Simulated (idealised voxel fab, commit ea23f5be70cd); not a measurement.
process module | voxel ribs on slabs
cross-section cut | 215 nm wide | cells 5 nm
A cross-section is a grid of square cells, given in bands from the top down. A band is one or more rows of cells.
Each band's line starts with the height of the band's top and of its bottom, in nm. Then come its materials from left to right, each with its width in nm. One material with "throughout" fills the band from edge to edge. "air" is empty space.
Height 0 is the level under which the wafer as received is all one material. The lowest band goes on downwards, as in "0 down".
A width such as "30 to 40" changes by the same amount from each row of cells to the next, from the band's top row to its bottom row.
"no change" after a step means that no cell of the cross-section changed.
closed voids: empty space of 8 cells or more with no open way to the top, each as width x height at its distance from the left edge, in nm
after a step's settings: what the simulator itself notes on the step
overlay nm, on a step with a mask: how far to the right of its planned place the mask lay; to the left if negative
plan
1 op RECEIVE | material Si
2 op DIRECTIONAL_DEP | material SiO2 | thk nm 20
3 op DIRECTIONAL_DEP | material SiN | thk nm 25
4 op MASKED_ETCH | tone cover | mask id RIB | width nm 30 | etch materials SiN | depth nm 10 | overlay nm 0
5 op DIRECTIONAL_DEP | material aC | thk nm 15
6 op PATTERN | tone cover | mask id SLAB | material resist | width nm 60 | thk nm 30 | overlay nm 0
7 op DIRECTIONAL_ETCH | etch materials aC | depth nm 15
8 op STRIP | etch materials resist
9 op DIRECTIONAL_ETCH | etch materials SiN | depth nm 15
10 op STRIP | etch materials aC
11 op FILL_DEP | material SiO2 | thk nm 20
12 op CMP | height nm 55
13 op DIRECTIONAL_DEP | material TiN | thk nm 5
14 op PATTERN | tone cover | mask id HEATER | material resist | width nm 40 | thk nm 15 | overlay nm 0
15 op DIRECTIONAL_ETCH | etch materials TiN | depth nm 5
16 op STRIP | etch materials resist
17 op CONFORMAL_DEP | material SiO2 | thk nm 10
first wafer, as planned
as received, after step 1
  0 down: Si throughout
  closed voids: none
after step 2
  20 to 0: SiO2 throughout
  below 0: unchanged
after step 3
  45 to 20: SiN throughout
  below 20: unchanged
after step 4
  45 to 35: air 90 | SiN 30 | air 95
  below 35: unchanged
after step 5
  60 to 50: air 90 | aC 30 | air 95
  50 to 45: aC throughout
  45 to 35: aC 90 | SiN 30 | aC 95
  below 35: unchanged
after step 6
  90 to 60: air 75 | resist 60 | air 80
  60 to 50: air 75 | resist 15 | aC 30 | resist 15 | air 80
  below 50: unchanged
after step 7
  75 to 60: air 75 | resist 60 | air 80
  60 to 50: air 75 | resist 15 | aC 30 | resist 15 | air 80
  50 to 45: air 75 | aC 60 | air 80
  45 to 35: air 75 | aC 15 | SiN 30 | aC 15 | air 80
  below 35: unchanged
after step 8
  60 to 50: air 90 | aC 30 | air 95
  below 50: unchanged
after step 9
  60 to 50: air 90 | aC 30 | air 95
  50 to 45: air 75 | aC 60 | air 80
  45 to 35: air 75 | aC 15 | SiN 30 | aC 15 | air 80
  35 to 20: air 75 | SiN 60 | air 80
  below 20: unchanged
after step 10
  45 to 35: air 90 | SiN 30 | air 95
  below 35: unchanged
after step 11
  65 to 45: SiO2 throughout
  45 to 35: SiO2 90 | SiN 30 | SiO2 95
  35 to 20: SiO2 75 | SiN 60 | SiO2 80
  below 20: unchanged
after step 12
  55 to 45: SiO2 throughout
  below 45: unchanged
after step 13
  60 to 55: TiN throughout
  below 55: unchanged
after step 14
  75 to 60: air 85 | resist 40 | air 90
  below 60: unchanged
after step 15
  75 to 60: air 85 | resist 40 | air 90
  60 to 55: air 85 | TiN 40 | air 90
  below 55: unchanged
after step 16
  60 to 55: air 85 | TiN 40 | air 90
  below 55: unchanged
after step 17
  70 to 65: air 75 | SiO2 60 | air 80
  65 to 60: SiO2 throughout
  60 to 55: SiO2 85 | TiN 40 | SiO2 90
  below 55: unchanged
second wafer: like start, like plan, one mistake. Through step 1 it matches the first wafer
when step 2 should have ended
  15 to 0: SiO2 throughout
  below 0: unchanged
when step 3 should have ended
  40 to 15: SiN throughout
  below 15: unchanged
when step 4 should have ended
  40 to 30: air 90 | SiN 30 | air 95
  below 30: unchanged
when step 5 should have ended
  55 to 45: air 90 | aC 30 | air 95
  45 to 40: aC throughout
  40 to 30: aC 90 | SiN 30 | aC 95
  below 30: unchanged
when step 6 should have ended
  85 to 55: air 75 | resist 60 | air 80
  55 to 45: air 75 | resist 15 | aC 30 | resist 15 | air 80
  below 45: unchanged
when step 7 should have ended
  70 to 55: air 75 | resist 60 | air 80
  55 to 45: air 75 | resist 15 | aC 30 | resist 15 | air 80
  45 to 40: air 75 | aC 60 | air 80
  40 to 30: air 75 | aC 15 | SiN 30 | aC 15 | air 80
  below 30: unchanged
when step 8 should have ended
  55 to 45: air 90 | aC 30 | air 95
  below 45: unchanged
when step 9 should have ended
  55 to 45: air 90 | aC 30 | air 95
  45 to 40: air 75 | aC 60 | air 80
  40 to 30: air 75 | aC 15 | SiN 30 | aC 15 | air 80
  30 to 15: air 75 | SiN 60 | air 80
  below 15: unchanged
when step 10 should have ended
  40 to 30: air 90 | SiN 30 | air 95
  below 30: unchanged
when step 11 should have ended
  60 to 40: SiO2 throughout
  40 to 30: SiO2 90 | SiN 30 | SiO2 95
  30 to 15: SiO2 75 | SiN 60 | SiO2 80
  below 15: unchanged
when step 12 should have ended
  55 to 40: SiO2 throughout
  below 40: unchanged
when step 13 should have ended
  60 to 55: TiN throughout
  below 55: unchanged
when step 14 should have ended
  75 to 60: air 85 | resist 40 | air 90
  below 60: unchanged
when step 15 should have ended
  75 to 60: air 85 | resist 40 | air 90
  60 to 55: air 85 | TiN 40 | air 90
  below 55: unchanged
when step 16 should have ended
  60 to 55: air 85 | TiN 40 | air 90
  below 55: unchanged
when step 17 should have ended
  70 to 65: air 75 | SiO2 60 | air 80
  65 to 60: SiO2 throughout
  60 to 55: SiO2 85 | TiN 40 | SiO2 90
  below 55: unchanged
what went wrong: step 2 ran as: op DIRECTIONAL_DEP | material SiO2 | thk nm 15
at the end the second wafer has, in cells: as many of each material as the first, in other places
